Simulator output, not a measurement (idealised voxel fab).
voxel self aligned contacts: a process module
The cross-section on display is named cut; it measures 285 nm wide, and its cells are 5 nm squares.
Cross-section layout: square cells on a grid; listed as bands, top to bottom; a band spans one or more cell rows.
Heights first: top, then bottom, in nm. Then materials, left to right, each with a width in nm. "edge to edge" on a single material: fills the band edge to edge. "empty": empty space.
Counting heights begins at 0, where everything beneath is, in the wafer as received, one material. The lowest band has no bottom; it goes on downwards, as "from 0 down" shows.
Graded width ("30->40"): value in top row of band = first number; value in bottom row = second number; row-to-row change constant.
Step marked "nothing different"? Then no cell in the cross-section changed in it.
Voids not open to the top, 8 cells minimum: see "Voids, sealed". Written width x height at distance; distance is from the left edge; nm.
What comes after the settings on a step's line is commentary from the simulator itself on that step.
You can add "overlay nm" to a step's line. For a step with a mask, it describes how far the mask lay to the right of its planned position, and a negative number describes a lay to the left.
THE PLANNED PROCESS STEPS ARE ENUMERATED HEREUNDER
1: RECEIVE [material Si]
2: OXIDIZE [depth nm 5]
3: DIRECTIONAL_DEP [material polySi] [thk nm 30]
4: DIRECTIONAL_DEP [material SiN] [thk nm 20]
5: MASKED_ETCH [tone cover] [mask id GATE] [width nm 25] [pitch nm 70] [etch materials SiN] [depth nm 20] [overlay nm 0]
6: MASKED_ETCH [tone cover] [mask id GATE] [width nm 25] [pitch nm 70] [etch materials polySi] [depth nm 30] [overlay nm 0]
7: CONFORMAL_DEP [material SiN] [thk nm 10]
8: DIRECTIONAL_ETCH [etch materials SiN] [depth nm 10]
9: FILL_DEP [material SiO2] [thk nm 20]
10: CMP [height nm 60]
11: DIRECTIONAL_DEP [material aC] [thk nm 10]
12: PATTERN [tone open] [mask id CONTACT] [material resist] [width nm 55] [pitch nm 70] [thk nm 30] [overlay nm 0]
13: DIRECTIONAL_ETCH [etch materials aC] [depth nm 10]
14: STRIP [etch materials resist]
15: DIRECTIONAL_ETCH [etch materials SiO2] [depth nm 65]
16: STRIP [etch materials aC]
17: CONFORMAL_DEP [material TiN] [thk nm 5]
18: FILL_DEP [material W] [thk nm 10]
19: CMP [height nm 60]
20: CONFORMAL_DEP [material SiN] [thk nm 5]
WAFER AT RECEIPT (POST STEP 1), CROSS-SECTION
from 0 down | Si edge to edge
Voids, sealed: none
THIS IS HOW THE WAFER LOOKS IN CROSS-SECTION ONCE THE MODULE IS DONE, GIVEN THE STARTING STATE AND PLAN ABOVE AND ONE MISTAKE IN CARRYING THE PLAN OUT
from 65 to 60 | SiN edge to edge
from 60 to 50 | SiO2 80 nm | TiN 5->20 nm | W 45->15 nm | TiN 5->20 nm | SiO2 15 nm | TiN 5->20 nm | W 45->15 nm | TiN 5->20 nm | SiO2 80 nm
from 50 to 30 | SiO2 50 nm | SiN 45 nm | TiN 5 nm | W 15 nm | TiN 5 nm | SiN 45 nm | TiN 5 nm | W 15 nm | TiN 5 nm | SiN 45 nm | SiO2 50 nm
from 30 to 25 | SiO2 95 nm | TiN 25 nm | SiO2 45 nm | TiN 25 nm | SiO2 95 nm
from 25 to 0 | polySi edge to edge
from 0 down | Si edge to edge
Voids, sealed: none
Plan not followed: steps 2 and 3 were swapped
